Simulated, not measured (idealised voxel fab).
A process module follows: voxel capacitor over wiring.
210 nm wide, 5 nm square cells: that's cross-section cut.
Just so we're on the same page, the cross-sections are grids of square cells, and they're listed out in bands top to bottom, each band one or more rows deep. Look at the band entry: it leads with the top's height and the bottom's height in nm. Then it lists the materials left to right, with a width in nm for each. The word "throughout" on a single material says that material fills the band edge to edge. The word "blank" is empty space. A quick word on heights: they are counted from 0, and under that level the wafer as it came to us is one material throughout. The lowest band is different from the rest in having no bottom; it simply continues downward, written as in "0..down". The notation "30 to 40" denotes a width that varies across the rows of cells in the band, beginning at the first number in the top row, finishing at the second number in the bottom row, and changing by an identical amount from each row to the next. Basically "stayed the same" means that step didn't change any cell in the cross-section. "Closed internal cavities" specifies each empty space that is not open to the top and that occupies no fewer than 8 cells, using the form width x height at distance, the distance measured from the left edge and all three quantities in nm. Anything after a step's settings on that line? It's the simulator's own note about the step. overlay nm: for a step with a mask, the amount by which the mask lay right of where it was planned; a negative amount means left of it. How should the pairs below be read? Each gives the cross-section before one process step and the cross-section after it, the latter drawn only to the lowest band that changed; the step that lies between them, with its settings, appears under the pair. Does a pair pick up where the pair above left off? Only where its entry headed "Pre-step geometry" says so, since pairs can come from different runs of this module on the same starting wafer.

Pre-step geometry:
80..70: 60 of blank / 65 of TiN / 85 of blank
70..65: 60 of blank / 65 of Al2O3 / 85 of blank
65..60: 55 of blank / 75 of TiN / 80 of blank
60..50: 60 of SiO2 / 5 of TiN / 5 of Cu / 5 of TiN / 135 of SiO2
50..45: 60 of SiCN / 15 of TiN / 135 of SiCN
45..35: 50 of lowk / 5 of SiN / 20 of W / 5 of SiN / 50 of lowk / 5 of SiN / 20 of W / 5 of SiN / 50 of lowk
35..30: 55 of SiN / 20 of TiN / 60 of SiN / 20 of TiN / 55 of SiN
30..0: SiO2 throughout
0..down: Si throughout
Closed internal cavities: none

Step Result:
100..80: SiO2 throughout
80..70: 60 of SiO2 / 65 of TiN / 85 of SiO2
70..65: 60 of SiO2 / 65 of Al2O3 / 85 of SiO2
65..60: 55 of SiO2 / 75 of TiN / 80 of SiO2
Note: structure below 60 unchanged.
Closed internal cavities: none
Between before and after above, the operation and settings are FILL_DEP,material SiO2,thk nm 20

Pre-step geometry: nothing new to draw here, it's the after view of the pair just above.

Step Result:
95..80: SiO2 throughout
Note: structure below 80 unchanged.
Closed internal cavities: none
Between before and after above, the operation and settings are CMP,height nm 95

Pre-step geometry: nothing new to draw here, it's the after view of the pair just above.

Step Result:
95..80: 70 of SiO2 / 15 of blank / 125 of SiO2
Note: structure below 80 unchanged.
Closed internal cavities: none
Between before and after above, the operation and settings are MASKED_ETCH,tone open,mask id PLUG_2,width nm 15,etch materials SiO2,depth nm 15,overlay nm 0

Pre-step geometry: nothing new to draw here, it's the after view of the pair just above.

Step Result:
100..95: 75 of TiN / 5 of blank / 130 of TiN
95..85: 70 of SiO2 / 5 of TiN / 5 of blank / 5 of TiN / 125 of SiO2
85..80: 70 of SiO2 / 15 of TiN / 125 of SiO2
Note: structure below 80 unchanged.
Closed internal cavities: none
Between before and after above, the operation and settings are CONFORMAL_DEP,material TiN,thk nm 5

Pre-step geometry: nothing new to draw here, it's the after view of the pair just above.

Step Result:
105..100: Ru throughout
100..95: 75 of TiN / 5 of Ru / 130 of TiN
95..85: 70 of SiO2 / 5 of TiN / 5 of Ru / 5 of TiN / 125 of SiO2
Note: structure below 85 unchanged.
Closed internal cavities: none
Between before and after above, the operation and settings are FILL_DEP,material Ru,thk nm 5

Pre-step geometry: nothing new to draw here, it's the after view of the pair just above.

Step Result:
95..85: 70 of SiO2 / 5 of TiN / 5 of Ru / 5 of TiN / 125 of SiO2
Note: structure below 85 unchanged.
Closed internal cavities: none
Between before and after above, the operation and settings are CMP,height nm 95

Pre-step geometry: nothing new to draw here, it's the after view of the pair just above.

Step Result:
100..95: SiCN throughout
Note: structure below 95 unchanged.
Closed internal cavities: none
Between before and after above, the operation and settings are CONFORMAL_DEP,material SiCN,thk nm 5

Pre-step geometry:
45..20: 50 of lowk / 5 of SiN / 20 of W / 5 of SiN / 50 of lowk / 5 of SiN / 20 of W / 5 of SiN / 50 of lowk
20..15: 55 of SiN / 20 of TiN / 60 of SiN / 20 of TiN / 55 of SiN
15..0: SiO2 throughout
0..down: Si throughout
Closed internal cavities: none

Step Result:
55..45: SiO2 throughout
Note: structure below 45 unchanged.
Closed internal cavities: none
Between before and after above, the operation and settings are DIRECTIONAL_DEP,material SiO2,thk nm 10

Pre-step geometry: nothing new to draw here, it's the after view of the pair just above.

Step Result:
60..55: SiCN throughout
Note: structure below 55 unchanged.
Closed internal cavities: none
Between before and after above, the operation and settings are CONFORMAL_DEP,material SiCN,thk nm 5

Pre-step geometry: nothing new to draw here, it's the after view of the pair just above.

Step Result:
60..55: 60 of SiCN / 15 of blank / 135 of SiCN
Note: structure below 55 unchanged.
Closed internal cavities: none
Between before and after above, the operation and settings are MASKED_ETCH,tone open,mask id PLUG_1,width nm 15,etch materials SiCN,depth nm 5,overlay nm 0

Pre-step geometry: nothing new to draw here, it's the after view of the pair just above.

Step Result:
65..60: 65 of TiN / 5 of blank / 140 of TiN
60..55: 60 of SiCN / 15 of TiN / 135 of SiCN
Note: structure below 55 unchanged.
Closed internal cavities: none
Between before and after above, the operation and settings are CONFORMAL_DEP,material TiN,thk nm 5

Pre-step geometry: nothing new to draw here, it's the after view of the pair just above.

Step Result:
70..65: Cu throughout
65..60: 65 of TiN / 5 of Cu / 140 of TiN
Note: structure below 60 unchanged.
Closed internal cavities: none
Between before and after above, the operation and settings are FILL_DEP,material Cu,thk nm 5

Pre-step geometry: nothing new to draw here, it's the after view of the pair just above.

Step Result:
60..55: 60 of SiCN / 15 of TiN / 135 of SiCN
Note: structure below 55 unchanged.
Closed internal cavities: none
Between before and after above, the operation and settings are CMP,height nm 60

Pre-step geometry: nothing new to draw here, it's the after view of the pair just above.

Step Result:
65..60: TiN throughout
Note: structure below 60 unchanged.
Closed internal cavities: none
Between before and after above, the operation and settings are DIRECTIONAL_DEP,material TiN,thk nm 5

Pre-step geometry: nothing new to draw here, it's the after view of the pair just above.

Step Result:
70..65: Al2O3 throughout
Note: structure below 65 unchanged.
Closed internal cavities: none
Between before and after above, the operation and settings are DIRECTIONAL_DEP,material Al2O3,thk nm 5

Pre-step geometry: nothing new to draw here, it's the after view of the pair just above.

Step Result:
80..70: TiN throughout
Note: structure below 70 unchanged.
Closed internal cavities: none
Between before and after above, the operation and settings are DIRECTIONAL_DEP,material TiN,thk nm 10

Pre-step geometry: nothing new to draw here, it's the after view of the pair just above.

Step Result:
90..80: aC throughout
Note: structure below 80 unchanged.
Closed internal cavities: none
Between before and after above, the operation and settings are DIRECTIONAL_DEP,material aC,thk nm 10

Pre-step geometry: nothing new to draw here, it's the after view of the pair just above.

Step Result:
115..90: 60 of blank / 65 of resist / 85 of blank
Note: structure below 90 unchanged.
Closed internal cavities: none
Between before and after above, the operation and settings are PATTERN,tone cover,mask id UPPER_PLATE,material resist,width nm 65,thk nm 25,overlay nm 0

Pre-step geometry: nothing new to draw here, it's the after view of the pair just above.

Step Result:
105..90: 60 of blank / 65 of resist / 85 of blank
90..80: 60 of blank / 65 of aC / 85 of blank
Note: structure below 80 unchanged.
Closed internal cavities: none
Between before and after above, the operation and settings are DIRECTIONAL_ETCH,etch materials aC,depth nm 10

Pre-step geometry: nothing new to draw here, it's the after view of the pair just above.

Step Result:
90..80: 60 of blank / 65 of aC / 85 of blank
Note: structure below 80 unchanged.
Closed internal cavities: none
Between before and after above, the operation and settings are STRIP,etch materials resist

Pre-step geometry: nothing new to draw here, it's the after view of the pair just above.

Step Result:
90..80: 60 of blank / 65 of aC / 85 of blank
80..70: 60 of blank / 65 of TiN / 85 of blank
Note: structure below 70 unchanged.
Closed internal cavities: none
Between before and after above, the operation and settings are DIRECTIONAL_ETCH,etch materials TiN,depth nm 10

Pre-step geometry: nothing new to draw here, it's the after view of the pair just above.

Step Result:
90..80: 60 of blank / 65 of aC / 85 of blank
80..70: 60 of blank / 65 of TiN / 85 of blank
70..65: 60 of blank / 65 of Al2O3 / 85 of blank
Note: structure below 65 unchanged.
Closed internal cavities: none
Between before and after above, the operation and settings are DIRECTIONAL_ETCH,etch materials Al2O3,depth nm 5

Pre-step geometry: nothing new to draw here, it's the after view of the pair just above.

Step Result:
80..70: 60 of blank / 65 of TiN / 85 of blank
Note: structure below 70 unchanged.
Closed internal cavities: none
Between before and after above, the operation and settings are STRIP,etch materials aC

Pre-step geometry: nothing new to draw here, it's the after view of the pair just above.

Step Result:
90..80: 60 of blank / 65 of aC / 85 of blank
80..75: 60 of blank / 65 of TiN / 85 of blank
75..70: 60 of aC / 65 of TiN / 85 of aC
70..65: 60 of aC / 65 of Al2O3 / 85 of aC
Note: structure below 65 unchanged.
Closed internal cavities: none
Between before and after above, the operation and settings are DIRECTIONAL_DEP,material aC,thk nm 10

Pre-step geometry: nothing new to draw here, it's the after view of the pair just above.

Step Result:
120..90: 55 of blank / 75 of resist / 80 of blank
90..80: 55 of blank / 5 of resist / 65 of aC / 5 of resist / 80 of blank
80..75: 55 of blank / 5 of resist / 65 of TiN / 5 of resist / 80 of blank
Note: structure below 75 unchanged.
Closed internal cavities: none
Between before and after above, the operation and settings are PATTERN,tone cover,mask id LOWER_PLATE,material resist,width nm 75,thk nm 30,overlay nm 0

Pre-step geometry: nothing new to draw here, it's the after view of the pair just above.

Step Result:
110..90: 55 of blank / 75 of resist / 80 of blank
90..80: 55 of blank / 5 of resist / 65 of aC / 5 of resist / 80 of blank
80..75: 55 of blank / 5 of resist / 65 of TiN / 5 of resist / 80 of blank
75..70: 55 of blank / 5 of aC / 65 of TiN / 5 of aC / 80 of blank
70..65: 55 of blank / 5 of aC / 65 of Al2O3 / 5 of aC / 80 of blank
Note: structure below 65 unchanged.
Closed internal cavities: none
Between before and after above, the operation and settings are DIRECTIONAL_ETCH,etch materials aC,depth nm 10

Pre-step geometry: nothing new to draw here, it's the after view of the pair just above.

Step Result:
90..80: 60 of blank / 65 of aC / 85 of blank
80..75: 60 of blank / 65 of TiN / 85 of blank
Note: structure below 75 unchanged.
Closed internal cavities: none
Between before and after above, the operation and settings are STRIP,etch materials resist

Pre-step geometry: nothing new to draw here, it's the after view of the pair just above.

Step Result:
90..80: 60 of blank / 65 of aC / 85 of blank
80..75: 60 of blank / 65 of TiN / 85 of blank
75..70: 55 of blank / 5 of aC / 65 of TiN / 5 of aC / 80 of blank
70..65: 55 of blank / 5 of aC / 65 of Al2O3 / 5 of aC / 80 of blank
65..60: 55 of blank / 75 of TiN / 80 of blank
Note: structure below 60 unchanged.
Closed internal cavities: none
Between before and after above, the operation and settings are DIRECTIONAL_ETCH,etch materials TiN,depth nm 5

Pre-step geometry: nothing new to draw here, it's the after view of the pair just above.

Step Result:
80..70: 60 of blank / 65 of TiN / 85 of blank
70..65: 60 of blank / 65 of Al2O3 / 85 of blank
Note: structure below 65 unchanged.
Closed internal cavities: none
Between before and after above, the operation and settings are STRIP,etch materials aC

Pre-step geometry: nothing new to draw here, it's the after view of the pair just above.

Step Result:
100..80: SiO2 throughout
80..70: 60 of SiO2 / 65 of TiN / 85 of SiO2
70..65: 60 of SiO2 / 65 of Al2O3 / 85 of SiO2
65..60: 55 of SiO2 / 75 of TiN / 80 of SiO2
Note: structure below 60 unchanged.
Closed internal cavities: none
Between before and after above, the operation and settings are FILL_DEP,material SiO2,thk nm 20

Pre-step geometry: nothing new to draw here, it's the after view of the pair just above.

Step Result:
95..80: SiO2 throughout
Note: structure below 80 unchanged.
Closed internal cavities: none
Between before and after above, the operation and settings are CMP,height nm 95

Pre-step geometry: nothing new to draw here, it's the after view of the pair just above.

Step Result:
95..80: 70 of SiO2 / 15 of blank / 125 of SiO2
Note: structure below 80 unchanged.
Closed internal cavities: none
Between before and after above, the operation and settings are MASKED_ETCH,tone open,mask id PLUG_2,width nm 15,etch materials SiO2,depth nm 15,overlay nm 0

Pre-step geometry: nothing new to draw here, it's the after view of the pair just above.

Step Result:
100..95: 75 of TiN / 5 of blank / 130 of TiN
95..85: 70 of SiO2 / 5 of TiN / 5 of blank / 5 of TiN / 125 of SiO2
85..80: 70 of SiO2 / 15 of TiN / 125 of SiO2
Note: structure below 80 unchanged.
Closed internal cavities: none
Between before and after above, the operation and settings are CONFORMAL_DEP,material TiN,thk nm 5

Pre-step geometry: nothing new to draw here, it's the after view of the pair just above.

Step Result:
105..100: Ru throughout
100..95: 75 of TiN / 5 of Ru / 130 of TiN
95..85: 70 of SiO2 / 5 of TiN / 5 of Ru / 5 of TiN / 125 of SiO2
Note: structure below 85 unchanged.
Closed internal cavities: none
Between before and after above, the operation and settings are FILL_DEP,material Ru,thk nm 5

Pre-step geometry: nothing new to draw here, it's the after view of the pair just above.

Step Result:
95..85: 70 of SiO2 / 5 of TiN / 5 of Ru / 5 of TiN / 125 of SiO2
Note: structure below 85 unchanged.
Closed internal cavities: none
Between before and after above, the operation and settings are CMP,height nm 95

Pre-step geometry: nothing new to draw here, it's the after view of the pair just above.

Step Result:
100..95: SiCN throughout
Note: structure below 95 unchanged.
Closed internal cavities: none
Between before and after above, the operation and settings are CONFORMAL_DEP,material SiCN,thk nm 5

Pre-step geometry:
0..down: Si throughout
Closed internal cavities: none

Step Result:
20..0: SiO2 throughout
Note: structure below 0 unchanged.
Closed internal cavities: none
Between before and after above, the operation and settings are CONFORMAL_DEP,material SiO2,thk nm 20

Pre-step geometry: nothing new to draw here, it's the after view of the pair just above.

Step Result:
25..20: TiN throughout
Note: structure below 20 unchanged.
Closed internal cavities: none
Between before and after above, the operation and settings are DIRECTIONAL_DEP,material TiN,thk nm 5

Pre-step geometry: nothing new to draw here, it's the after view of the pair just above.

Step Result:
50..25: W throughout
Note: structure below 25 unchanged.
Closed internal cavities: none
Between before and after above, the operation and settings are DIRECTIONAL_DEP,material W,thk nm 25

Pre-step geometry: nothing new to draw here, it's the after view of the pair just above.

Step Result:
50..25: 55 of blank / 20 of W / 60 of blank / 20 of W / 55 of blank
Note: structure below 25 unchanged.
Closed internal cavities: none
Between before and after above, the operation and settings are MASKED_ETCH,tone cover,mask id METAL_1,width nm 20,pitch nm 80,etch materials W,depth nm 25,overlay nm 0

Pre-step geometry: nothing new to draw here, it's the after view of the pair just above.

Step Result:
50..25: 55 of blank / 20 of W / 60 of blank / 20 of W / 55 of blank
25..20: 55 of blank / 20 of TiN / 60 of blank / 20 of TiN / 55 of blank
Note: structure below 20 unchanged.
Closed internal cavities: none
Between before and after above, the operation and settings are MASKED_ETCH,tone cover,mask id METAL_1,width nm 20,pitch nm 80,etch materials TiN,depth nm 5,overlay nm 0

Pre-step geometry: nothing new to draw here, it's the after view of the pair just above.

Step Result:
55..50: 50 of blank / 30 of SiN / 50 of blank / 30 of SiN / 50 of blank
50..25: 50 of blank / 5 of SiN / 20 of W / 5 of SiN / 50 of blank / 5 of SiN / 20 of W / 5 of SiN / 50 of blank
25..20: 55 of SiN / 20 of TiN / 60 of SiN / 20 of TiN / 55 of SiN
Note: structure below 20 unchanged.
Closed internal cavities: none
Between before and after above, the operation and settings are CONFORMAL_DEP,material SiN,thk nm 5

Pre-step geometry: nothing new to draw here, it's the after view of the pair just above.

Step Result:
60..55: lowk throughout
55..50: 50 of lowk / 30 of SiN / 50 of lowk / 30 of SiN / 50 of lowk
50..25: 50 of lowk / 5 of SiN / 20 of W / 5 of SiN / 50 of lowk / 5 of SiN / 20 of W / 5 of SiN / 50 of lowk
Note: structure below 25 unchanged.
Closed internal cavities: none
Between before and after above, the operation and settings are FILL_DEP,material lowk,thk nm 5

Pre-step geometry: nothing new to draw here, it's the after view of the pair just above.

Step Result:
45..25: 50 of lowk / 5 of SiN / 20 of W / 5 of SiN / 50 of lowk / 5 of SiN / 20 of W / 5 of SiN / 50 of lowk
Note: structure below 25 unchanged.
Closed internal cavities: none
Between before and after above, the operation and settings are CMP,height nm 45

Pre-step geometry: nothing new to draw here, it's the after view of the pair just above.

Step Result:
50..45: SiCN throughout
Note: structure below 45 unchanged.
Closed internal cavities: none
Between before and after above, the operation and settings are CONFORMAL_DEP,material SiCN,thk nm 5

Pre-step geometry: nothing new to draw here, it's the after view of the pair just above.

Step Result:
60..50: SiO2 throughout
Note: structure below 50 unchanged.
Closed internal cavities: none
Between before and after above, the operation and settings are DIRECTIONAL_DEP,material SiO2,thk nm 10

Pre-step geometry: nothing new to draw here, it's the after view of the pair just above.

Step Result:
60..50: 60 of SiO2 / 15 of blank / 135 of SiO2
Note: structure below 50 unchanged.
Closed internal cavities: none
Between before and after above, the operation and settings are MASKED_ETCH,tone open,mask id PLUG_1,width nm 15,etch materials SiO2,depth nm 10,overlay nm 0

Pre-step geometry: nothing new to draw here, it's the after view of the pair just above.

Step Result:
60..50: 60 of SiO2 / 15 of blank / 135 of SiO2
50..45: 60 of SiCN / 15 of blank / 135 of SiCN
Note: structure below 45 unchanged.
Closed internal cavities: none
Between before and after above, the operation and settings are MASKED_ETCH,tone open,mask id PLUG_1,width nm 15,etch materials SiCN,depth nm 5,overlay nm 0

Pre-step geometry: nothing new to draw here, it's the after view of the pair just above.

Step Result:
65..60: 65 of TiN / 5 of blank / 140 of TiN
60..50: 60 of SiO2 / 5 of TiN / 5 of blank / 5 of TiN / 135 of SiO2
50..45: 60 of SiCN / 15 of TiN / 135 of SiCN
Note: structure below 45 unchanged.
Closed internal cavities: none
Between before and after above, the operation and settings are CONFORMAL_DEP,material TiN,thk nm 5

Pre-step geometry: nothing new to draw here, it's the after view of the pair just above.

Step Result:
70..65: Cu throughout
65..60: 65 of TiN / 5 of Cu / 140 of TiN
60..50: 60 of SiO2 / 5 of TiN / 5 of Cu / 5 of TiN / 135 of SiO2
Note: structure below 50 unchanged.
Closed internal cavities: none
Between before and after above, the operation and settings are FILL_DEP,material Cu,thk nm 5

Pre-step geometry: nothing new to draw here, it's the after view of the pair just above.

Step Result:
60..50: 60 of SiO2 / 5 of TiN / 5 of Cu / 5 of TiN / 135 of SiO2
Note: structure below 50 unchanged.
Closed internal cavities: none
Between before and after above, the operation and settings are CMP,height nm 60

Pre-step geometry: nothing new to draw here, it's the after view of the pair just above.

Step Result:
65..60: TiN throughout
Note: structure below 60 unchanged.
Closed internal cavities: none
Between before and after above, the operation and settings are DIRECTIONAL_DEP,material TiN,thk nm 5

Pre-step geometry: nothing new to draw here, it's the after view of the pair just above.

Step Result:
70..65: Al2O3 throughout
Note: structure below 65 unchanged.
Closed internal cavities: none
Between before and after above, the operation and settings are DIRECTIONAL_DEP,material Al2O3,thk nm 5

Pre-step geometry: nothing new to draw here, it's the after view of the pair just above.

Step Result:
80..70: TiN throughout
Note: structure below 70 unchanged.
Closed internal cavities: none
Between before and after above, the operation and settings are DIRECTIONAL_DEP,material TiN,thk nm 10

Pre-step geometry: nothing new to draw here, it's the after view of the pair just above.

Step Result:
90..80: aC throughout
Note: structure below 80 unchanged.
Closed internal cavities: none
Between before and after above, the operation and settings are DIRECTIONAL_DEP,material aC,thk nm 10

Pre-step geometry: nothing new to draw here, it's the after view of the pair just above.

Step Result:
115..90: 60 of blank / 65 of resist / 85 of blank
Note: structure below 90 unchanged.
Closed internal cavities: none
Between before and after above, the operation and settings are PATTERN,tone cover,mask id UPPER_PLATE,material resist,width nm 65,thk nm 25,overlay nm 0

Pre-step geometry: nothing new to draw here, it's the after view of the pair just above.

Step Result:
105..90: 60 of blank / 65 of resist / 85 of blank
90..80: 60 of blank / 65 of aC / 85 of blank
Note: structure below 80 unchanged.
Closed internal cavities: none
Between before and after above, the operation and settings are DIRECTIONAL_ETCH,etch materials aC,depth nm 10

Pre-step geometry: nothing new to draw here, it's the after view of the pair just above.

Step Result:
90..80: 60 of blank / 65 of aC / 85 of blank
Note: structure below 80 unchanged.
Closed internal cavities: none
Between before and after above, the operation and settings are STRIP,etch materials resist

Pre-step geometry: nothing new to draw here, it's the after view of the pair just above.

Step Result:
90..80: 60 of blank / 65 of aC / 85 of blank
80..70: 60 of blank / 65 of TiN / 85 of blank
Note: structure below 70 unchanged.
Closed internal cavities: none
Between before and after above, the operation and settings are DIRECTIONAL_ETCH,etch materials TiN,depth nm 10

Pre-step geometry: nothing new to draw here, it's the after view of the pair just above.

Step Result:
90..80: 60 of blank / 65 of aC / 85 of blank
80..70: 60 of blank / 65 of TiN / 85 of blank
70..65: 60 of blank / 65 of Al2O3 / 85 of blank
Note: structure below 65 unchanged.
Closed internal cavities: none
Between before and after above, the operation and settings are DIRECTIONAL_ETCH,etch materials Al2O3,depth nm 5

Pre-step geometry: nothing new to draw here, it's the after view of the pair just above.

Step Result:
80..70: 60 of blank / 65 of TiN / 85 of blank
Note: structure below 70 unchanged.
Closed internal cavities: none
Between before and after above, the operation and settings are STRIP,etch materials aC

Pre-step geometry: nothing new to draw here, it's the after view of the pair just above.

Step Result:
90..80: 60 of blank / 65 of aC / 85 of blank
80..75: 60 of blank / 65 of TiN / 85 of blank
75..70: 60 of aC / 65 of TiN / 85 of aC
70..65: 60 of aC / 65 of Al2O3 / 85 of aC
Note: structure below 65 unchanged.
Closed internal cavities: none
Between before and after above, the operation and settings are DIRECTIONAL_DEP,material aC,thk nm 10

Pre-step geometry: nothing new to draw here, it's the after view of the pair just above.

Step Result:
120..90: 55 of blank / 75 of resist / 80 of blank
90..80: 55 of blank / 5 of resist / 65 of aC / 5 of resist / 80 of blank
80..75: 55 of blank / 5 of resist / 65 of TiN / 5 of resist / 80 of blank
Note: structure below 75 unchanged.
Closed internal cavities: none
Between before and after above, the operation and settings are PATTERN,tone cover,mask id LOWER_PLATE,material resist,width nm 75,thk nm 30,overlay nm 0

Pre-step geometry: nothing new to draw here, it's the after view of the pair just above.

Step Result:
110..90: 55 of blank / 75 of resist / 80 of blank
90..80: 55 of blank / 5 of resist / 65 of aC / 5 of resist / 80 of blank
80..75: 55 of blank / 5 of resist / 65 of TiN / 5 of resist / 80 of blank
75..70: 55 of blank / 5 of aC / 65 of TiN / 5 of aC / 80 of blank
70..65: 55 of blank / 5 of aC / 65 of Al2O3 / 5 of aC / 80 of blank
Note: structure below 65 unchanged.
Closed internal cavities: none
Between before and after above, the operation and settings are DIRECTIONAL_ETCH,etch materials aC,depth nm 10

Pre-step geometry: nothing new to draw here, it's the after view of the pair just above.

Step Result:
90..80: 60 of blank / 65 of aC / 85 of blank
80..75: 60 of blank / 65 of TiN / 85 of blank
Note: structure below 75 unchanged.
Closed internal cavities: none
Between before and after above, the operation and settings are STRIP,etch materials resist

Pre-step geometry: nothing new to draw here, it's the after view of the pair just above.

Step Result:
90..80: 60 of blank / 65 of aC / 85 of blank
80..75: 60 of blank / 65 of TiN / 85 of blank
75..70: 55 of blank / 5 of aC / 65 of TiN / 5 of aC / 80 of blank
70..65: 55 of blank / 5 of aC / 65 of Al2O3 / 5 of aC / 80 of blank
65..60: 55 of blank / 75 of TiN / 80 of blank
Note: structure below 60 unchanged.
Closed internal cavities: none
Between before and after above, the operation and settings are DIRECTIONAL_ETCH,etch materials TiN,depth nm 5

Pre-step geometry: nothing new to draw here, it's the after view of the pair just above.

Step Result:
80..70: 60 of blank / 65 of TiN / 85 of blank
70..65: 60 of blank / 65 of Al2O3 / 85 of blank
Note: structure below 65 unchanged.
Closed internal cavities: none
Between before and after above, the operation and settings are STRIP,etch materials aC

Pre-step geometry: nothing new to draw here, it's the after view of the pair just above.

Step Result:
100..80: SiO2 throughout
80..70: 60 of SiO2 / 65 of TiN / 85 of SiO2
70..65: 60 of SiO2 / 65 of Al2O3 / 85 of SiO2
65..60: 55 of SiO2 / 75 of TiN / 80 of SiO2
Note: structure below 60 unchanged.
Closed internal cavities: none
Between before and after above, the operation and settings are FILL_DEP,material SiO2,thk nm 20

Pre-step geometry: nothing new to draw here, it's the after view of the pair just above.

Step Result:
95..80: SiO2 throughout
Note: structure below 80 unchanged.
Closed internal cavities: none
Between before and after above, the operation and settings are CMP,height nm 95

Pre-step geometry: nothing new to draw here, it's the after view of the pair just above.

Step Result:
95..80: 70 of SiO2 / 15 of blank / 125 of SiO2
Note: structure below 80 unchanged.
Closed internal cavities: none
Between before and after above, the operation and settings are MASKED_ETCH,tone open,mask id PLUG_2,width nm 15,etch materials SiO2,depth nm 15,overlay nm 0

Pre-step geometry: nothing new to draw here, it's the after view of the pair just above.

Step Result:
100..95: 75 of TiN / 5 of blank / 130 of TiN
95..85: 70 of SiO2 / 5 of TiN / 5 of blank / 5 of TiN / 125 of SiO2
85..80: 70 of SiO2 / 15 of TiN / 125 of SiO2
Note: structure below 80 unchanged.
Closed internal cavities: none
Between before and after above, the operation and settings are CONFORMAL_DEP,material TiN,thk nm 5

Pre-step geometry: nothing new to draw here, it's the after view of the pair just above.

Step Result:
105..100: Ru throughout
100..95: 75 of TiN / 5 of Ru / 130 of TiN
95..85: 70 of SiO2 / 5 of TiN / 5 of Ru / 5 of TiN / 125 of SiO2
Note: structure below 85 unchanged.
Closed internal cavities: none
Between before and after above, the operation and settings are FILL_DEP,material Ru,thk nm 5

Pre-step geometry: nothing new to draw here, it's the after view of the pair just above.

Step Result:
95..85: 70 of SiO2 / 5 of TiN / 5 of Ru / 5 of TiN / 125 of SiO2
Note: structure below 85 unchanged.
Closed internal cavities: none
Between before and after above, the operation and settings are CMP,height nm 95

Pre-step geometry: nothing new to draw here, it's the after view of the pair just above.

Step Result:
100..95: SiCN throughout
Note: structure below 95 unchanged.
Closed internal cavities: none
Between before and after above, the operation and settings are CONFORMAL_DEP,material SiCN,thk nm 5

Pre-step geometry:
95..80: SiO2 throughout
80..70: 60 of SiO2 / 65 of TiN / 85 of SiO2
70..65: 60 of SiO2 / 65 of Al2O3 / 85 of SiO2
65..60: 55 of SiO2 / 75 of TiN / 80 of SiO2
60..50: 60 of SiO2 / 5 of TiN / 5 of Cu / 5 of TiN / 135 of SiO2
50..45: 60 of SiCN / 15 of TiN / 135 of SiCN
45..20: 50 of lowk / 5 of SiN / 20 of W / 5 of SiN / 50 of lowk / 5 of SiN / 20 of W / 5 of SiN / 50 of lowk
20..15: 55 of SiN / 20 of TiN / 60 of SiN / 20 of TiN / 55 of SiN
15..0: SiO2 throughout
0..down: Si throughout
Closed internal cavities: none

Step Result:
95..80: 65 of SiO2 / 25 of blank / 120 of SiO2
Note: structure below 80 unchanged.
Closed internal cavities: none
Between before and after above, the operation and settings are MASKED_ETCH,tone open,mask id PLUG_2,width nm 25,etch materials SiO2,depth nm 15,overlay nm 0

Pre-step geometry: nothing new to draw here, it's the after view of the pair just above.

Step Result:
100..95: 70 of TiN / 15 of blank / 125 of TiN
95..85: 65 of SiO2 / 5 of TiN / 15 of blank / 5 of TiN / 120 of SiO2
85..80: 65 of SiO2 / 25 of TiN / 120 of SiO2
Note: structure below 80 unchanged.
Closed internal cavities: none
Between before and after above, the operation and settings are CONFORMAL_DEP,material TiN,thk nm 5

Pre-step geometry: nothing new to draw here, it's the after view of the pair just above.

Step Result:
105..100: Ru throughout
100..95: 70 of TiN / 15 of Ru / 125 of TiN
95..85: 65 of SiO2 / 5 of TiN / 15 of Ru / 5 of TiN / 120 of SiO2
Note: structure below 85 unchanged.
Closed internal cavities: none
Between before and after above, the operation and settings are FILL_DEP,material Ru,thk nm 5

Pre-step geometry: nothing new to draw here, it's the after view of the pair just above.

Step Result:
95..85: 65 of SiO2 / 5 of TiN / 15 of Ru / 5 of TiN / 120 of SiO2
Note: structure below 85 unchanged.
Closed internal cavities: none
Between before and after above, the operation and settings are CMP,height nm 95

Pre-step geometry: nothing new to draw here, it's the after view of the pair just above.

Step Result:
100..95: SiCN throughout
Note: structure below 95 unchanged.
Closed internal cavities: none
Between before and after above, the operation and settings are CONFORMAL_DEP,material SiCN,thk nm 5

Pre-step geometry:
45..20: W throughout
20..15: TiN throughout
15..0: SiO2 throughout
0..down: Si throughout
Closed internal cavities: none

Step Result:
45..20: 50 of blank / 20 of W / 60 of blank / 20 of W / 60 of blank
Note: structure below 20 unchanged.
Closed internal cavities: none
Between before and after above, the operation and settings are MASKED_ETCH,tone cover,mask id METAL_1,width nm 20,pitch nm 80,etch materials W,depth nm 25,overlay nm -5

Pre-step geometry: nothing new to draw here, it's the after view of the pair just above.

Step Result:
45..20: 50 of blank / 20 of W / 60 of blank / 20 of W / 60 of blank
20..15: 50 of blank / 25 of TiN / 55 of blank / 25 of TiN / 55 of blank
Note: structure below 15 unchanged.
Closed internal cavities: none
Between before and after above, the operation and settings are MASKED_ETCH,tone cover,mask id METAL_1,width nm 20,pitch nm 80,etch materials TiN,depth nm 5,overlay nm 0

Pre-step geometry: nothing new to draw here, it's the after view of the pair just above.

Step Result:
50..45: 45 of blank / 30 of SiN / 50 of blank / 30 of SiN / 55 of blank
45..25: 45 of blank / 5 of SiN / 20 of W / 5 of SiN / 50 of blank / 5 of SiN / 20 of W / 5 of SiN / 55 of blank
25..20: 45 of blank / 5 of SiN / 20 of W / 10 of SiN / 45 of blank / 5 of SiN / 20 of W / 10 of SiN / 50 of blank
20..15: 50 of SiN / 25 of TiN / 55 of SiN / 25 of TiN / 55 of SiN
Note: structure below 15 unchanged.
Closed internal cavities: none
Between before and after above, the operation and settings are CONFORMAL_DEP,material SiN,thk nm 5

Pre-step geometry: nothing new to draw here, it's the after view of the pair just above.

Step Result:
55..50: lowk throughout
50..45: 45 of lowk / 30 of SiN / 50 of lowk / 30 of SiN / 55 of lowk
45..25: 45 of lowk / 5 of SiN / 20 of W / 5 of SiN / 50 of lowk / 5 of SiN / 20 of W / 5 of SiN / 55 of lowk
25..20: 45 of lowk / 5 of SiN / 20 of W / 10 of SiN / 45 of lowk / 5 of SiN / 20 of W / 10 of SiN / 50 of lowk
Note: structure below 20 unchanged.
Closed internal cavities: none
Between before and after above, the operation and settings are FILL_DEP,material lowk,thk nm 5

Pre-step geometry: nothing new to draw here, it's the after view of the pair just above.

Step Result:
45..25: 45 of lowk / 5 of SiN / 20 of W / 5 of SiN / 50 of lowk / 5 of SiN / 20 of W / 5 of SiN / 55 of lowk
Note: structure below 25 unchanged.
Closed internal cavities: none
Between before and after above, the operation and settings are CMP,height nm 45
